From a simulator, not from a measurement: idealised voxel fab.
Process module under the name voxel quadruple lines
Cross-sectional view cut (width: 185 nm; square cell size: 5 nm).
Think of the cross-section as a grid of square cells. We describe it in bands, top to bottom, and each band covers one or more rows of those cells. First you get the band's top height and its bottom height, in nm, and then the materials it's made of, left to right, with each width in nm. If you see a single material with "full width", that one covers the band edge to edge. "blank" is empty space. Heights are reckoned from 0. Under this level, the received wafer is all of one material. The bottommost band is open-ended downward, for example "0 down". The expression "30->40" gives the width at the extremes of the band, the first number at its top row of cells and the second at its bottom row, with the width changing by equal amounts from each row to the next in between. "remained unchanged" (step): cross-section cells unchanged, all of them. Entry "Closed cavities" = empty spaces >= 8 cells with no open way to the top; each as width x height at distance, distance from left edge, all nm. What comes after the settings on a step's line is commentary from the simulator itself on that step. Each step line may optionally specify "overlay nm", which for a step with a mask gives the rightward distance between the mask's planned place and where it lay, a negative value indicating the leftward direction.

-- The following list gives the planned process steps
- 1: RECEIVE, material Si
- 2: CONFORMAL_DEP, material SiO2, thk nm 10
- 3: DIRECTIONAL_DEP, material W, thk nm 10
- 4: DIRECTIONAL_DEP, material polySi, thk nm 20
- 5: DIRECTIONAL_DEP, material aC, thk nm 20
- 6: PATTERN, tone cover, mask id MANDREL, material resist, width nm 35, thk nm 30, overlay nm 0
- 7: DIRECTIONAL_ETCH, etch materials aC, depth nm 20
- 8: STRIP, etch materials resist
- 9: CONFORMAL_DEP, material SiO2, thk nm 15
- 10: DIRECTIONAL_ETCH, etch materials SiO2, depth nm 15
- 11: STRIP, etch materials aC
- 12: DIRECTIONAL_ETCH, etch materials polySi, depth nm 20
- 13: STRIP, etch materials SiO2
- 14: CONFORMAL_DEP, material SiCN, thk nm 10
- 15: DIRECTIONAL_ETCH, etch materials SiCN, depth nm 10
- 16: STRIP, etch materials polySi
- 17: DIRECTIONAL_ETCH, etch materials W, depth nm 10
- 18: STRIP, etch materials SiCN
- 19: FILL_DEP, material SiO2, thk nm 10
- 20: CMP, height nm 20

-- As-received wafer cross-section (after step 1)
    0 down | Si full width
    Closed cavities: none

-- Look at the cross-section after the module: the wafer started out the way shown above and the plan was the one shown above, yet one mistake was made along the way
    20 to 10 | SiO2 65 nm / W 10 nm / SiO2 15 nm / W 5 nm / SiO2 15 nm / W 10 nm / SiO2 65 nm
    10 to 0 | SiO2 full width
    0 down | Si full width
    Closed cavities: none
Against the plan, the run slipped here: step 6: run off-plan, actual operation and settings PATTERN, tone open, mask id MANDREL, material resist, width nm 35, thk nm 30, overlay nm 0
